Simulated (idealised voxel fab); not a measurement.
You're looking at the process module voxel transistor to metal.
Cross-section cut spans 155 nm and uses square cells 5 nm in size.
A cross-section is a grid of square cells, given in bands from the top down. A band is one or more rows of cells.
Each band's line starts with the height of the band's top and of its bottom, in nm. Then come its materials from left to right, each with its width in nm. One material with "full width" fills the band from edge to edge. "blank" is empty space.
Note: height 0 marks the level under which the wafer is uniformly one material as received. Lowest band unbounded below, written "0..down".
A width given as "30->40" starts at the first number in the band's top row and ends at the second number in its bottom row, shifting by an equal amount at every step from row to row.
"nothing different" means the step left every cell of the cross-section as it was.
Enclosed voids (no open way to top), threshold 8 cells or more, entry "Catalogued sealed voids", notation width x height at distance, distance from left edge, nm.
If you see something after the settings on a step's line, that's the simulator's own remark about that step.
"overlay nm", when on a step's line for a step with a mask, measures how far to the right of its planned place the mask lay; a negative measure means to the left.

## Steps planned for the process
1. RECEIVE: material Si
2. OXIDIZE: depth nm 5
3. CONFORMAL_DEP: material SiN, thk nm 10
4. PATTERN: tone cover, mask id ACTIVE, material resist, width nm 110, thk nm 15, overlay nm 0
5. DIRECTIONAL_ETCH: etch materials SiN, depth nm 10
6. DIRECTIONAL_ETCH: etch materials SiO2, depth nm 5
7. DIRECTIONAL_ETCH: etch materials Si, depth nm 20
8. STRIP: etch materials resist
9. OXIDIZE: depth nm 5
10. FILL_DEP: material SiO2, thk nm 5
11. CMP: height nm 10
12. SELECTIVE_ETCH: etch materials SiO2, depth nm 5
13. STRIP: etch materials SiN
14. SELECTIVE_ETCH: etch materials SiO2, depth nm 5
15. OXIDIZE: depth nm 5
16. DIRECTIONAL_DEP: material polySi, thk nm 25
17. DIRECTIONAL_DEP: material SiCN, thk nm 15
18. DIRECTIONAL_DEP: material aC, thk nm 10
19. PATTERN: tone cover, mask id GATE, material resist, width nm 30, thk nm 30, overlay nm 0
20. DIRECTIONAL_ETCH: etch materials aC, depth nm 10
21. STRIP: etch materials resist
22. DIRECTIONAL_ETCH: etch materials SiCN, depth nm 25
23. DIRECTIONAL_ETCH: etch materials polySi, depth nm 35
24. STRIP: etch materials aC
25. CONFORMAL_DEP: material SiO2, thk nm 5
26. DIRECTIONAL_ETCH: etch materials SiO2, depth nm 5
27. CONFORMAL_DEP: material SiN, thk nm 5
28. DIRECTIONAL_ETCH: etch materials SiN, depth nm 5
29. DIRECTIONAL_ETCH: etch materials SiO2, depth nm 5
30. DIRECTIONAL_ETCH: etch materials Si, depth nm 5
31. EPI: material pSi, thk nm 10
32. FILL_DEP: material SiO2, thk nm 5
33. CMP: height nm 20
34. STRIP: etch materials polySi
35. SELECTIVE_ETCH: etch materials SiO2, depth nm 5
36. CONFORMAL_DEP: material HfO2, thk nm 5
37. CONFORMAL_DEP: material TiN, thk nm 5
38. FILL_DEP: material W, thk nm 5
39. CMP: height nm 15
40. DIRECTIONAL_DEP: material SiO2, thk nm 10
41. PATTERN: tone open, mask id CONTACT, material resist, width nm 20, pitch nm 80, thk nm 20, overlay nm 0
42. DIRECTIONAL_ETCH: etch materials SiO2, depth nm 30
43. STRIP: etch materials resist
44. CONFORMAL_DEP: material TiN, thk nm 5
45. FILL_DEP: material W, thk nm 10
46. CMP: height nm 25
47. DIRECTIONAL_DEP: material TiN, thk nm 5
48. DIRECTIONAL_DEP: material W, thk nm 25
49. PATTERN: tone cover, mask id METAL_1, material resist, width nm 20, pitch nm 80, thk nm 20, overlay nm 0
50. DIRECTIONAL_ETCH: etch materials W, depth nm 25
51. DIRECTIONAL_ETCH: etch materials TiN, depth nm 5
52. STRIP: etch materials resist
53. CONFORMAL_DEP: material SiN, thk nm 5
54. FILL_DEP: material SiO2, thk nm 5
55. CMP: height nm 55
56. CONFORMAL_DEP: material SiCN, thk nm 5
57. DIRECTIONAL_DEP: material SiO2, thk nm 35
58. DIRECTIONAL_DEP: material aC, thk nm 10
59. PATTERN: tone open, mask id METAL_2, material resist, width nm 20, pitch nm 80, thk nm 30, overlay nm 0
60. DIRECTIONAL_ETCH: etch materials aC, depth nm 10
61. STRIP: etch materials resist
62. DIRECTIONAL_ETCH: etch materials SiO2, depth nm 20
63. STRIP: etch materials aC
64. DIRECTIONAL_DEP: material aC, thk nm 15
65. PATTERN: tone open, mask id METAL_2_HOLES, material resist, width nm 15, pitch nm 80, thk nm 30, overlay nm 0
66. DIRECTIONAL_ETCH: etch materials aC, depth nm 15
67. STRIP: etch materials resist
68. DIRECTIONAL_ETCH: etch materials SiO2, depth nm 15
69. DIRECTIONAL_ETCH: etch materials SiCN, depth nm 5
70. STRIP: etch materials aC
71. CONFORMAL_DEP: material TiN, thk nm 5
72. FILL_DEP: material Cu, thk nm 10
73. CMP: height nm 95
74. CONFORMAL_DEP: material SiCN, thk nm 5

## Incoming wafer in cross-section (state: after step 1)
    0..down = Si full width
    Catalogued sealed voids: none

## Run as planned - first of the two wafers cross-sectioned at the end of the module
    100..95 = SiCN full width
    95..80 = SiO2: 25; TiN: 5; Cu: 10; TiN: 5; SiO2: 60; TiN: 5; Cu: 10; TiN: 5; SiO2: 30
    80..75 = SiO2: 25; TiN: 5; Cu: 5; TiN: 10; SiO2: 60; TiN: 5; Cu: 5; TiN: 10; SiO2: 30
    75..60 = SiO2: 25; TiN: 5; Cu: 5; TiN: 5; SiO2: 65; TiN: 5; Cu: 5; TiN: 5; SiO2: 35
    60..55 = SiCN: 25; TiN: 15; SiCN: 65; TiN: 15; SiCN: 35
    55..30 = SiO2: 20; SiN: 5; W: 20; SiN: 5; SiO2: 50; SiN: 5; W: 20; SiN: 5; SiO2: 25
    30..25 = SiN: 25; TiN: 20; SiN: 60; TiN: 20; SiN: 30
    25..15 = SiO2: 25; TiN: 5; W: 10; TiN: 5; SiO2: 60; TiN: 5; W: 10; TiN: 5; SiO2: 30
    15..5 = SiO2: 25; TiN: 5; W: 10; TiN: 5; SiO2: 5; SiN: 5; HfO2: 5; TiN: 5; W: 20; TiN: 5; HfO2: 5; SiN: 5; SiO2: 5; TiN: 5; W: 10; TiN: 5; SiO2: 30
    5..0 = SiO2: 25; TiN: 5; W: 5; TiN: 10; SiO2: 5; SiN: 5; HfO2: 5; TiN: 5; W: 20; TiN: 5; HfO2: 5; SiN: 5; SiO2: 5; TiN: 10; W: 5; TiN: 5; SiO2: 30
    0..-5 = SiO2: 20; SiN: 5; TiN: 15; pSi: 10; SiN: 5; HfO2: 5; TiN: 30; HfO2: 5; SiN: 5; pSi: 10; TiN: 15; SiN: 5; SiO2: 25
    -5..-10 = SiO2: 25; pSi: 25; SiO2: 5; HfO2: 40; SiO2: 5; pSi: 25; SiO2: 30
    -10..-15 = SiO2: 25; pSi: 25; Si: 50; pSi: 25; SiO2: 30
    -15..-30 = SiO2: 25; Si: 100; SiO2: 30
    -30..down = Si full width
    Catalogued sealed voids: none

## Cross-section, second wafer: same start as the first, same plan as the first, one mistake in running it; taken at the end of the module
    100..95 = SiCN full width
    95..80 = SiO2: 25; TiN: 5; Cu: 10; TiN: 5; SiO2: 60; TiN: 5; Cu: 10; TiN: 5; SiO2: 30
    80..75 = SiO2: 25; TiN: 5; Cu: 5; TiN: 10; SiO2: 60; TiN: 5; Cu: 5; TiN: 10; SiO2: 30
    75..60 = SiO2: 25; TiN: 5; Cu: 5; TiN: 5; SiO2: 65; TiN: 5; Cu: 5; TiN: 5; SiO2: 35
    60..55 = SiCN: 25; TiN: 15; SiCN: 65; TiN: 15; SiCN: 35
    55..30 = SiO2: 20; SiN: 5; W: 20; SiN: 5; SiO2: 50; SiN: 5; W: 20; SiN: 5; SiO2: 25
    30..25 = SiN: 25; TiN: 20; SiN: 60; TiN: 20; SiN: 30
    25..20 = W: 20; TiN: 5; SiO2: 20; TiN: 5; W: 50; TiN: 5; SiO2: 20; TiN: 5; W: 25
    20..15 = W: 20; TiN: 5; SiO2: 20; TiN: 60; SiO2: 20; TiN: 5; W: 25
    15..5 = W: 20; TiN: 5; SiO2: 20; TiN: 5; SiN: 5; HfO2: 5; TiN: 5; W: 20; TiN: 5; HfO2: 5; SiN: 5; TiN: 5; SiO2: 20; TiN: 5; W: 25
    5..0 = W: 15; TiN: 10; SiO2: 20; TiN: 5; SiN: 5; HfO2: 5; TiN: 5; W: 20; TiN: 5; HfO2: 5; SiN: 5; TiN: 5; SiO2: 20; TiN: 10; W: 20
    0..-5 = TiN: 20; SiN: 5; SiO2: 15; pSi: 10; SiN: 5; HfO2: 5; TiN: 30; HfO2: 5; SiN: 5; pSi: 10; SiO2: 15; SiN: 5; TiN: 25
    -5..-10 = SiO2: 25; pSi: 25; SiO2: 5; HfO2: 40; SiO2: 5; pSi: 25; SiO2: 30
    -10..-15 = SiO2: 25; pSi: 25; Si: 50; pSi: 25; SiO2: 30
    -15..-30 = SiO2: 25; Si: 100; SiO2: 30
    -30..down = Si full width
    Catalogued sealed voids: none
Plan not followed: step 41 was not run as planned; what actually ran was PATTERN: tone cover, mask id CONTACT, material resist, width nm 20, pitch nm 80, thk nm 20, overlay nm 0
at the end the second wafer has, in cells: SiO2: 48 fewer; TiN: 13 more; W: 35 more
